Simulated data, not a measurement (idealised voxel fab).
process module | voxel lift off
cross-section cut | 140 nm wide | cells 5 nm
A cross-section is a grid of square cells, given in bands from the top down. A band is one or more rows of cells.
Each band's line starts with the height of the band's top and of its bottom, in nm. Then come its materials from left to right, each with its width in nm. One material with "throughout" fills the band from edge to edge. "air" is empty space.
Height 0 is the level under which the wafer as received is all one material. The lowest band goes on downwards, as in "0 down".
A width such as "30 to 40" changes by the same amount from each row of cells to the next, from the band's top row to its bottom row.
"no change" after a step means that no cell of the cross-section changed.
closed voids: empty space of 8 cells or more with no open way to the top, each as width x height at its distance from the left edge, in nm
after a step's settings: what the simulator itself notes on the step
overlay nm, on a step with a mask: how far to the right of its planned place the mask lay; to the left if negative
plan
1 op RECEIVE | material Si
2 op CONFORMAL_DEP | material Al2O3 | thk nm 15
3 op PATTERN | tone open | mask id LINES | material resist | width nm 25 | pitch nm 40 | thk nm 20 | overlay nm 0
4 op DIRECTIONAL_DEP | material Ru | thk nm 10
5 op STRIP | etch materials resist
6 op CONFORMAL_DEP | material SiO2 | thk nm 10
first wafer, as planned
as received, after step 1
  0 down: Si throughout
  closed voids: none
after step 2
  15 to 0: Al2O3 throughout
  below 0: unchanged
after step 3
  35 to 15: resist 35 | air 25 | resist 15 | air 25 | resist 40
  below 15: unchanged
after step 4
  45 to 35: Ru 35 | air 25 | Ru 15 | air 25 | Ru 40
  35 to 25: resist 35 | air 25 | resist 15 | air 25 | resist 40
  25 to 15: resist 35 | Ru 25 | resist 15 | Ru 25 | resist 40
  below 15: unchanged
after step 5
  25 to 15: air 35 | Ru 25 | air 15 | Ru 25 | air 40
  below 15: unchanged
after step 6
  35 to 25: air 25 | SiO2 85 | air 30
  25 to 15: SiO2 35 | Ru 25 | SiO2 15 | Ru 25 | SiO2 40
  below 15: unchanged
second wafer: like start, like plan, one mistake. Through step 5 it matches the first wafer
when step 6 should have ended
  35 to 25: air 25 | Ru 85 | air 30
  25 to 15: Ru throughout
  below 15: unchanged
what went wrong: step 6 ran as: op CONFORMAL_DEP | material Ru | thk nm 10
at the end the second wafer has, in cells: 70 more of Ru | 70 fewer of SiO2
